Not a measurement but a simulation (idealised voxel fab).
Name of the process module below: voxel gate over fins
265 nm wide, 5 nm square cells: that's cross-section cut.
In this document a cross-section is written as a grid of square cells. It is given as a series of bands, listed from the top down, and a band is one or more rows of cells. Top height, bottom height, nm. Materials left to right, width each, nm. Single material + "everywhere" = fills band edge to edge. "air" = empty. Where do heights start? At 0: under that level the wafer as delivered is made of one material only. And the lowest band has no floor; it just carries on downward, as in "0 nm and below". Read "30 to 40" as a graded width: first number on top, second number at the bottom, same change between each pair of neighbouring rows. A step reported as "no modifications" is a step in which no cell of the cross-section changed. Entry "closed voids" = empty spaces >= 8 cells with no open way to the top; each as width x height at distance, distance from left edge, all nm. On each step's line, the part that comes after the settings is the simulator's own comment on the step. Each step line may optionally specify "overlay nm", which for a step with a mask gives the rightward distance between the mask's planned place and where it lay, a negative value indicating the leftward direction.

## Process steps foreseen in the plan
- 1: RECEIVE,material Si
- 2: CONFORMAL_DEP,material SiN,thk nm 10
- 3: DIRECTIONAL_DEP,material aC,thk nm 10
- 4: PATTERN,tone cover,mask id FINS,material resist,width nm 15,pitch nm 50,thk nm 30,overlay nm 0
- 5: DIRECTIONAL_ETCH,etch materials aC,depth nm 10
- 6: STRIP,etch materials resist
- 7: DIRECTIONAL_ETCH,etch materials SiN,depth nm 10
- 8: DIRECTIONAL_ETCH,etch materials Si,depth nm 40
- 9: STRIP,etch materials aC
- 10: FILL_DEP,material SiO2,thk nm 15
- 11: CMP,height nm 10
- 12: PATTERN,tone open,mask id RAIL,material resist,width nm 15,thk nm 15,overlay nm 0
- 13: DIRECTIONAL_ETCH,etch materials SiO2,depth nm 45
- 14: STRIP,etch materials resist
- 15: CONFORMAL_DEP,material TiN,thk nm 5
- 16: FILL_DEP,material W,thk nm 10
- 17: CMP,height nm 10
- 18: SELECTIVE_ETCH,etch materials W Ru TiN,depth nm 25
- 19: FILL_DEP,material SiO2,thk nm 5
- 20: CMP,height nm 10
- 21: SELECTIVE_ETCH,etch materials SiO2,depth nm 20
- 22: STRIP,etch materials SiN
- 23: CONFORMAL_DEP,material HfO2,thk nm 5
- 24: CONFORMAL_DEP,material TiN,thk nm 5
- 25: CONFORMAL_DEP,material TiAl,thk nm 5
- 26: CONFORMAL_DEP,material TiN,thk nm 5
- 27: FILL_DEP,material W,thk nm 10
- 28: CMP,height nm 25
- 29: CONFORMAL_DEP,material SiCN,thk nm 10

## Cross-section of the wafer upon arrival, representing the state reached after step 1
- 0 nm and below: Si everywhere
- closed voids: none

## Here's the wafer cut in cross-section after the module, started and planned just like above, except one thing was done wrong in the run
- 35 nm to 25 nm: SiCN everywhere
- 25 nm to 20 nm: W everywhere
- 20 nm to 15 nm: W (80), TiN (105), W (80)
- 15 nm to 10 nm: W (80), TiN (5), TiAl (95), TiN (5), W (80)
- 10 nm to 5 nm: TiN (85), TiAl (5), TiN (85), TiAl (5), TiN (85)
- 5 nm to 0 nm: TiAl (90), TiN (5), HfO2 (75), TiN (5), TiAl (90)
- 0 nm to -5 nm: TiN (95), HfO2 (5), Si (15), HfO2 (10), TiN (5), W (5), TiN (5), HfO2 (10), Si (15), HfO2 (5), TiN (95)
- -5 nm to -10 nm: HfO2 (100), Si (15), HfO2 (10), TiN (5), W (5), TiN (5), HfO2 (10), Si (15), HfO2 (100)
- -10 nm to -30 nm: SiO2 (100), Si (15), SiO2 (10), TiN (5), W (5), TiN (5), SiO2 (10), Si (15), SiO2 (100)
- -30 nm to -35 nm: SiO2 (100), Si (15), SiO2 (10), TiN (15), SiO2 (10), Si (15), SiO2 (100)
- -35 nm to -40 nm: SiO2 (100), Si (15), SiO2 (35), Si (15), SiO2 (100)
- -40 nm and below: Si everywhere
- closed voids: none
Heads up, the wafer didn't run the way we planned it: skipped: plan step 17 (never run)
